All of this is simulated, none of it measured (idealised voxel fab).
Process module in this document: voxel lift off
Pictured: cross-section cut, 225 nm wide, on a grid of 5 nm square cells.
Cross-section format: a grid of square cells, given as bands from top to bottom; each band is one or more rows of cells. For a band, the entry starts with two heights in nm, that of the top and then that of the bottom, and carries on with the band's materials in order from left to right, each alongside its width in nm; the word "edge to edge" beside a single material means it fills the band edge to edge, and "air" means empty space. The level at which height equals 0 is the one under which the wafer, as it arrives, is entirely one material. No lower edge exists for the bottom band, which continues downward and is notated as in "0 nm and below". Graded width ("30 to 40"): value in top row of band = first number; value in bottom row = second number; row-to-row change constant. When a step is marked "no alterations made", none of the cells in the cross-section changed during that step. In "Enclosed void catalog" the enclosed voids are listed, meaning empty spaces of 8 cells or larger without any opening to the top. The form is width x height at distance, distance from the left edge, units nm. Text after the settings on a step's line: the simulator's own remark on that step. Regarding "overlay nm": on a step with a mask, it is the distance the mask lay to the right of its planned place; a negative value places it to the left.

# The process steps that were planned are listed below
| 1 | RECEIVE: material Si |
| 2 | CONFORMAL_DEP: material SiO2, thk nm 10 |
| 3 | PATTERN: tone open, mask id LINES, material resist, width nm 20, pitch nm 50, thk nm 20, overlay nm 0 |
| 4 | DIRECTIONAL_DEP: material Ru, thk nm 5 |
| 5 | STRIP: etch materials resist |
| 6 | CONFORMAL_DEP: material SiO2, thk nm 5 |

# So this is the incoming wafer in cross-section - it's already been through step 1
> 0 nm and below  Si edge to edge
> Enclosed void catalog: none

# End-of-module cross-section of the first of two wafers, processed as planned
> 20 nm to 15 nm  air: 70, SiO2: 30, air: 20, SiO2: 30, air: 75
> 15 nm to 10 nm  SiO2: 75, Ru: 20, SiO2: 30, Ru: 20, SiO2: 80
> 10 nm to 0 nm  SiO2 edge to edge
> 0 nm and below  Si edge to edge
> Enclosed void catalog: none

# The second wafer, shown in cross-section after the module: started the same way as the first and given the same plan, yet one mistake crept into how it was run
> 20 nm to 15 nm  air: 65, SiO2: 40, air: 10, SiO2: 40, air: 70
> 15 nm to 10 nm  SiO2: 70, Ru: 30, SiO2: 20, Ru: 30, SiO2: 75
> 10 nm to 0 nm  SiO2 edge to edge
> 0 nm and below  Si edge to edge
> Enclosed void catalog: none
It is concluded that the wafer was processed incorrectly with respect to the plan, in that note that step 3 departed from the planned setting and was carried out as PATTERN: tone open, mask id LINES, material resist, width nm 30, pitch nm 50, thk nm 20, overlay nm 0
Upon completion, the second wafer contains, in terms of cells, a greater or smaller amount of certain materials than the first wafer: Ru: 4 more
